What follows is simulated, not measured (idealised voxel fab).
Process module in this document: voxel fin reveal
Pictured: cross-section cut, 240 nm wide, on a grid of 5 nm square cells.
Heads up, the way a cross-section reads in here is a grid of square cells, handed over as bands from the top down, with every band being one or more rows of cells. Quick guide to a band line: top height, bottom height (nm) up front; then every material left to right with its width in nm. Only one material and it's marked "everywhere"? Then it fills the band edge to edge. And "empty" just means empty space. Beneath 0, the wafer as received is one material, and that level is where height counting begins. The lowest band goes on downward without a bottom; it is written like "top 0, no bottom". A width such as "30..40" changes by the same amount from each row of cells to the next, from the band's top row to its bottom row. Take "no modifications" at face value: in the step it is given for, the cross-section changed in none of its cells. Listed in "Closed-off voids": every empty space of 8 or more cells without an open way to the top. Form: width x height at distance, the distance being from the left edge, all in nm. Post-settings text on a step line: simulator's own remark regarding the step. A step's line can hold "overlay nm"; with a mask on that step, the setting says how far right of the planned place the mask lay, while a negative setting says it lay to the left.

## Process steps (planned)
1. RECEIVE, material Si
2. CONFORMAL_DEP, material SiN, thk nm 5
3. DIRECTIONAL_DEP, material aC, thk nm 15
4. PATTERN, tone cover, mask id FINS, material resist, width nm 15, pitch nm 45, thk nm 35, overlay nm 0
5. DIRECTIONAL_ETCH, etch materials aC, depth nm 15
6. STRIP, etch materials resist
7. DIRECTIONAL_ETCH, etch materials SiN, depth nm 5
8. DIRECTIONAL_ETCH, etch materials Si, depth nm 35
9. STRIP, etch materials aC
10. FILL_DEP, material SiO2, thk nm 15
11. CMP, height nm 5
12. SELECTIVE_ETCH, etch materials SiO2, depth nm 30
13. STRIP, etch materials SiN
14. CONFORMAL_DEP, material HfO2, thk nm 5

## First wafer, two in total, run as planned

## Cross-section, incoming material, after step 1
* top 0, no bottom: Si everywhere
* Closed-off voids: none

## You're looking at a cross-section of the wafer after step 2
* top 5, bottom 0: SiN everywhere
* Below 0 it's all the same as before, nothing changed down there.

## You're looking at a cross-section of the wafer after step 3
* top 20, bottom 5: aC everywhere
* Below 5 it's all the same as before, nothing changed down there.

## You're looking at a cross-section of the wafer after step 4
* top 55, bottom 20: empty (65); resist (15); empty (30); resist (15); empty (30); resist (15); empty (70)
* Below 20 it's all the same as before, nothing changed down there.

## You're looking at a cross-section of the wafer after step 5
* top 40, bottom 20: empty (65); resist (15); empty (30); resist (15); empty (30); resist (15); empty (70)
* top 20, bottom 5: empty (65); aC (15); empty (30); aC (15); empty (30); aC (15); empty (70)
* Below 5 it's all the same as before, nothing changed down there.

## You're looking at a cross-section of the wafer after step 6
* top 20, bottom 5: empty (65); aC (15); empty (30); aC (15); empty (30); aC (15); empty (70)
* Below 5 it's all the same as before, nothing changed down there.

## You're looking at a cross-section of the wafer after step 7
* top 20, bottom 5: empty (65); aC (15); empty (30); aC (15); empty (30); aC (15); empty (70)
* top 5, bottom 0: empty (65); SiN (15); empty (30); SiN (15); empty (30); SiN (15); empty (70)
* Below 0 it's all the same as before, nothing changed down there.

## You're looking at a cross-section of the wafer after step 8
* top 20, bottom 5: empty (65); aC (15); empty (30); aC (15); empty (30); aC (15); empty (70)
* top 5, bottom 0: empty (65); SiN (15); empty (30); SiN (15); empty (30); SiN (15); empty (70)
* top 0, bottom -35: empty (65); Si (15); empty (30); Si (15); empty (30); Si (15); empty (70)
* Below -35 it's all the same as before, nothing changed down there.

## You're looking at a cross-section of the wafer after step 9
* top 5, bottom 0: empty (65); SiN (15); empty (30); SiN (15); empty (30); SiN (15); empty (70)
* Below 0 it's all the same as before, nothing changed down there.

## You're looking at a cross-section of the wafer after step 10
* top 20, bottom 5: SiO2 everywhere
* top 5, bottom 0: SiO2 (65); SiN (15); SiO2 (30); SiN (15); SiO2 (30); SiN (15); SiO2 (70)
* top 0, bottom -35: SiO2 (65); Si (15); SiO2 (30); Si (15); SiO2 (30); Si (15); SiO2 (70)
* Below -35 it's all the same as before, nothing changed down there.

## You're looking at a cross-section of the wafer after step 11
* top 5, bottom 0: SiO2 (65); SiN (15); SiO2 (30); SiN (15); SiO2 (30); SiN (15); SiO2 (70)
* Below 0 it's all the same as before, nothing changed down there.

## You're looking at a cross-section of the wafer after step 12
* top 5, bottom 0: empty (65); SiN (15); empty (30); SiN (15); empty (30); SiN (15); empty (70)
* top 0, bottom -25: empty (65); Si (15); empty (30); Si (15); empty (30); Si (15); empty (70)
* Below -25 it's all the same as before, nothing changed down there.

## You're looking at a cross-section of the wafer after step 13
* top 0, bottom -25: empty (65); Si (15); empty (30); Si (15); empty (30); Si (15); empty (70)
* Below -25 it's all the same as before, nothing changed down there.

## You're looking at a cross-section of the wafer after step 14
* top 5, bottom 0: empty (60); HfO2 (25); empty (20); HfO2 (25); empty (20); HfO2 (25); empty (65)
* top 0, bottom -20: empty (60); HfO2 (5); Si (15); HfO2 (5); empty (20); HfO2 (5); Si (15); HfO2 (5); empty (20); HfO2 (5); Si (15); HfO2 (5); empty (65)
* top -20, bottom -25: HfO2 (65); Si (15); HfO2 (30); Si (15); HfO2 (30); Si (15); HfO2 (70)
* Below -25 it's all the same as before, nothing changed down there.

## The second wafer: identical to the first at the outset and in its planned sequence, differing only in that one mistake was made during processing; up to and including step 13, its path is the first wafer's path

Second wafer at the planned finish of step 14, seen in cross-section: no modifications
Nonconformance to the process plan: plan step 14: skipped, not run
In the final state, the cell counts of the second wafer exceed or fall short of those of the first for the following materials: 78 fewer of HfO2
